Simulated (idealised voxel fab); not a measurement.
This is a process module. Its name is voxel air gaps.
Square cell edge 5 nm, section width 185 nm, ID cut.
Notation: cross-section as square-cell grid; stated in bands, top first, going down; one or more cell rows per band. Per band: top height and bottom height in nm, followed by the left-to-right materials and their widths in nm; "all across" marks a single material spanning edge to edge, "empty" marks empty space. The reference from which all heights are counted is 0, the level beneath which the as-received wafer is entirely one material; the lowest band, having no lower bound, proceeds downward and is written after the example "from 0 down". A width given as "30 to 40" starts at the first number in the band's top row and ends at the second number in its bottom row, shifting by an equal amount at every step from row to row. You'll sometimes find "no alteration" written for a step, and that's the way of saying that nowhere in the cross-section did a cell change during that step. Empty spaces counting at least 8 cells and having no open way to the top are listed in "Closed void table". The notation width x height at distance is used for each, the distance being from the left edge and all three values in nm. Text after the settings on a step's line: the simulator's own remark on that step. overlay nm: on a step with a mask, how far right of its planned place the mask lay; negative means left.

The following list gives the planned process steps:
1: op RECEIVE | material Si
2: op CONFORMAL_DEP | material SiO2 | thk nm 15
3: op CONFORMAL_DEP | material SiN | thk nm 5
4: op DIRECTIONAL_DEP | material SiO2 | thk nm 40
5: op PATTERN | tone open | mask id LINES | material resist | width nm 15 | pitch nm 50 | thk nm 15 | overlay nm 0
6: op DIRECTIONAL_ETCH | etch materials SiO2 | depth nm 40
7: op STRIP | etch materials resist
8: op CONFORMAL_DEP | material TiN | thk nm 5
9: op FILL_DEP | material W | thk nm 10
10: op CMP | height nm 60
11: op EPI | material Ru | thk nm 10
12: op SELECTIVE_ETCH | etch materials SiO2 | depth nm 50
13: op CONFORMAL_DEP | material SiCN | thk nm 5
Don't read the plan's width nm for step 5 as applying to every wafer: that's the first wafer's value, and the wafers differ in it, though they all start identical.

Received condition of the first of several wafers, sectioned: post-step 1:
* from 0 down = Si all across
* Closed void table: none

wafer rows; end of module; cells per material since receipt: (+) gained, (-) lost; then closed voids:
width nm 15 | +42 Ru | +121 SiCN | +37 SiN | +111 SiO2 | +51 TiN | +21 W | Closed void table: none
width nm 20 | +48 Ru | +121 SiCN | +37 SiN | +111 SiO2 | +54 TiN | +42 W | Closed void table: 20 x 30 at 60; 20 x 30 at 110
width nm 25 | +54 Ru | +113 SiCN | +37 SiN | +111 SiO2 | +57 TiN | +63 W | Closed void table: 15 x 30 at 60; 15 x 30 at 110
width nm 30 | +60 Ru | +65 SiCN | +37 SiN | +175 SiO2 | +60 TiN | +84 W | Closed void table: none
width nm 35 | +62 Ru | +65 SiCN | +37 SiN | +159 SiO2 | +63 TiN | +105 W | Closed void table: none
